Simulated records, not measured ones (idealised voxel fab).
process module | voxel wiring stack
Section cut is 285 nm wide and gridded with 5 nm square cells.
Format of a cross-section: grid, square cells. Given as bands. Order: top down. Band: one or more rows of cells. First you get the band's top height and its bottom height, in nm, and then the materials it's made of, left to right, with each width in nm. If you see a single material with "everywhere", that one covers the band edge to edge. "blank" is empty space. Basically, 0 is our baseline, since under it the wafer straight out of the box is all one material. The bottom band has no lower end and keeps on going down, so it looks like "0..down". Read "30->40" as a graded width: first number on top, second number at the bottom, same change between each pair of neighbouring rows. "changes: none" (step): cross-section cells unchanged, all of them. The entry titled "Tabulated closed voids" provides the empty spaces that have no open way to the top, restricted to those of 8 cells or more. Each is presented as width x height at distance, the distance being measured from the left edge, with all three in nm. Whatever follows a step's settings on its line is a remark the simulator itself makes about that step. The "overlay nm" setting may appear on a step's line; for a step that uses a mask, it gives how far to the right of its planned position the mask lay, and a negative value indicates the left.
### List of planned process steps
1. RECEIVE: material Si
2. CONFORMAL_DEP: material SiO2, thk nm 15
3. DIRECTIONAL_DEP: material TiN, thk nm 5
4. DIRECTIONAL_DEP: material Ru, thk nm 15
5. PATTERN: tone cover, mask id METAL_1, material resist, width nm 30, pitch nm 45, thk nm 15, overlay nm 0
6. DIRECTIONAL_ETCH: etch materials Ru, depth nm 15
7. DIRECTIONAL_ETCH: etch materials TiN, depth nm 5
8. STRIP: etch materials resist
9. CONFORMAL_DEP: material SiCN, thk nm 5
10. FILL_DEP: material SiO2, thk nm 10
11. CMP: height nm 35
12. CONFORMAL_DEP: material SiCN, thk nm 5
13. DIRECTIONAL_DEP: material lowk, thk nm 20
14. DIRECTIONAL_DEP: material aC, thk nm 10
15. PATTERN: tone open, mask id PLUG_1, material resist, width nm 15, thk nm 25, overlay nm 0
16. DIRECTIONAL_ETCH: etch materials aC, depth nm 10
17. STRIP: etch materials resist
18. DIRECTIONAL_ETCH: etch materials lowk, depth nm 20
19. DIRECTIONAL_ETCH: etch materials SiCN, depth nm 5
20. STRIP: etch materials aC
21. CONFORMAL_DEP: material TiN, thk nm 5
22. FILL_DEP: material W, thk nm 10
23. CMP: height nm 60
24. CONFORMAL_DEP: material SiCN, thk nm 5
25. DIRECTIONAL_DEP: material SiO2, thk nm 15
26. MASKED_ETCH: tone open, mask id METAL_2, width nm 30, pitch nm 45, etch materials SiO2, depth nm 15, overlay nm 0
27. MASKED_ETCH: tone open, mask id METAL_2, width nm 30, pitch nm 45, etch materials SiCN, depth nm 5, overlay nm 0
28. CONFORMAL_DEP: material TiN, thk nm 5
29. FILL_DEP: material Cu, thk nm 10
30. CMP: height nm 80
31. CONFORMAL_DEP: material SiCN, thk nm 5
32. DIRECTIONAL_DEP: material lowk, thk nm 10
33. MASKED_ETCH: tone open, mask id PLUG_2, width nm 15, etch materials lowk, depth nm 10, overlay nm 0
34. MASKED_ETCH: tone open, mask id PLUG_2, width nm 15, etch materials SiCN, depth nm 5, overlay nm 0
35. EPI: material Ru, thk nm 10
36. EPI: material Ru, thk nm 5
37. CONFORMAL_DEP: material SiN, thk nm 5
38. DIRECTIONAL_DEP: material SiO2, thk nm 15
39. DIRECTIONAL_DEP: material aC, thk nm 15
40. PATTERN: tone open, mask id METAL_3, material resist, width nm 30, pitch nm 45, thk nm 35, overlay nm 0
41. DIRECTIONAL_ETCH: etch materials aC, depth nm 15
42. STRIP: etch materials resist
43. DIRECTIONAL_ETCH: etch materials SiO2, depth nm 15
44. DIRECTIONAL_ETCH: etch materials SiN, depth nm 5
45. STRIP: etch materials aC
46. CONFORMAL_DEP: material TiN, thk nm 5
47. FILL_DEP: material Ru, thk nm 10
48. CMP: height nm 115
49. CONFORMAL_DEP: material SiCN, thk nm 5
50. DIRECTIONAL_DEP: material lowk, thk nm 30
51. PATTERN: tone open, mask id METAL_4_HOLES, material resist, width nm 15, thk nm 20, overlay nm 0
52. DIRECTIONAL_ETCH: etch materials lowk, depth nm 30
53. STRIP: etch materials resist
54. PATTERN: tone open, mask id METAL_4, material resist, width nm 30, pitch nm 45, thk nm 15, overlay nm 0
55. DIRECTIONAL_ETCH: etch materials lowk, depth nm 20
56. DIRECTIONAL_ETCH: etch materials SiCN, depth nm 5
57. STRIP: etch materials resist
58. CONFORMAL_DEP: material TiN, thk nm 5
59. FILL_DEP: material Cu, thk nm 5
60. CMP: height nm 150
61. CONFORMAL_DEP: material SiN, thk nm 5
### As-received state of the wafer in cross-section, equivalent to post-step 1
	0..down | Si everywhere
	Tabulated closed voids: none
### Cross-section: first of two wafers, module finished, run according to plan
	155..150 | SiN everywhere
	150..135 | 105 of lowk, 5 of TiN, 20 of Cu, 5 of TiN, 15 of lowk, 5 of TiN, 20 of Cu, 5 of TiN, 105 of lowk
	135..130 | 105 of lowk, 5 of TiN, 5 of Cu, 20 of TiN, 15 of lowk, 30 of TiN, 105 of lowk
	130..120 | 105 of lowk, 5 of TiN, 5 of Cu, 5 of TiN, 165 of lowk
	120..115 | 105 of SiCN, 15 of TiN, 165 of SiCN
	115..100 | 105 of SiO2, 5 of TiN, 20 of Ru, 5 of TiN, 15 of SiO2, 5 of TiN, 20 of Ru, 5 of TiN, 105 of SiO2
	100..95 | 105 of SiN, 30 of TiN, 15 of SiN, 30 of TiN, 105 of SiN
	95..85 | 105 of lowk, 15 of Ru, 165 of lowk
	85..80 | 105 of SiCN, 15 of Ru, 165 of SiCN
	80..65 | 105 of SiO2, 5 of TiN, 20 of Cu, 5 of TiN, 15 of SiO2, 5 of TiN, 20 of Cu, 5 of TiN, 105 of SiO2
	65..60 | 105 of SiCN, 30 of TiN, 15 of SiCN, 30 of TiN, 105 of SiCN
	60..40 | 105 of lowk, 5 of TiN, 5 of W, 5 of TiN, 165 of lowk
	40..35 | 105 of SiCN, 15 of TiN, 165 of SiCN
	35..20 | 100 of SiO2, 5 of SiCN, 30 of Ru, 5 of SiCN, 5 of SiO2, 5 of SiCN, 30 of Ru, 5 of SiCN, 100 of SiO2
	20..15 | 105 of SiCN, 30 of TiN, 15 of SiCN, 30 of TiN, 105 of SiCN
	15..0 | SiO2 everywhere
	0..down | Si everywhere
	Tabulated closed voids: none
### Wafer two, sectioned after the module: the first wafer's start, the first wafer's plan, and one mistake in how it was run
	155..150 | SiN everywhere
	150..135 | 105 of lowk, 5 of TiN, 15 of Cu, 5 of TiN, 25 of lowk, 5 of TiN, 10 of Cu, 5 of TiN, 110 of lowk
	135..130 | 105 of lowk, 5 of TiN, 5 of Cu, 15 of TiN, 25 of lowk, 20 of TiN, 110 of lowk
	130..125 | 105 of lowk, 5 of TiN, 5 of Cu, 5 of TiN, 165 of lowk
	125..120 | 105 of lowk, 15 of TiN, 165 of lowk
	120..115 | 110 of SiCN, 10 of TiN, 165 of SiCN
	115..100 | 105 of SiO2, 5 of TiN, 20 of Ru, 5 of TiN, 15 of SiO2, 5 of TiN, 20 of Ru, 5 of TiN, 105 of SiO2
	100..95 | 105 of SiN, 30 of TiN, 15 of SiN, 30 of TiN, 105 of SiN
	95..85 | 105 of lowk, 15 of Ru, 165 of lowk
	85..80 | 105 of SiCN, 15 of Ru, 165 of SiCN
	80..65 | 105 of SiO2, 5 of TiN, 20 of Cu, 5 of TiN, 15 of SiO2, 5 of TiN, 20 of Cu, 5 of TiN, 105 of SiO2
	65..60 | 105 of SiCN, 30 of TiN, 15 of SiCN, 30 of TiN, 105 of SiCN
	60..40 | 105 of lowk, 5 of TiN, 5 of W, 5 of TiN, 165 of lowk
	40..35 | 105 of SiCN, 15 of TiN, 165 of SiCN
	35..20 | 100 of SiO2, 5 of SiCN, 30 of Ru, 5 of SiCN, 5 of SiO2, 5 of SiCN, 30 of Ru, 5 of SiCN, 100 of SiO2
	20..15 | 105 of SiCN, 30 of TiN, 15 of SiCN, 30 of TiN, 105 of SiCN
	15..0 | SiO2 everywhere
	0..down | Si everywhere
	Tabulated closed voids: none
Finding, execution versus plan: step 54 ran with different settings than intended, the actual operation and settings being PATTERN: tone open, mask id METAL_4, material resist, width nm 20, pitch nm 45, thk nm 15, overlay nm 0
Count the cells at the end and the second wafer has more or fewer of some materials than the first: Cu: 10 fewer, SiCN: 1 more, TiN: 3 fewer, lowk: 12 more
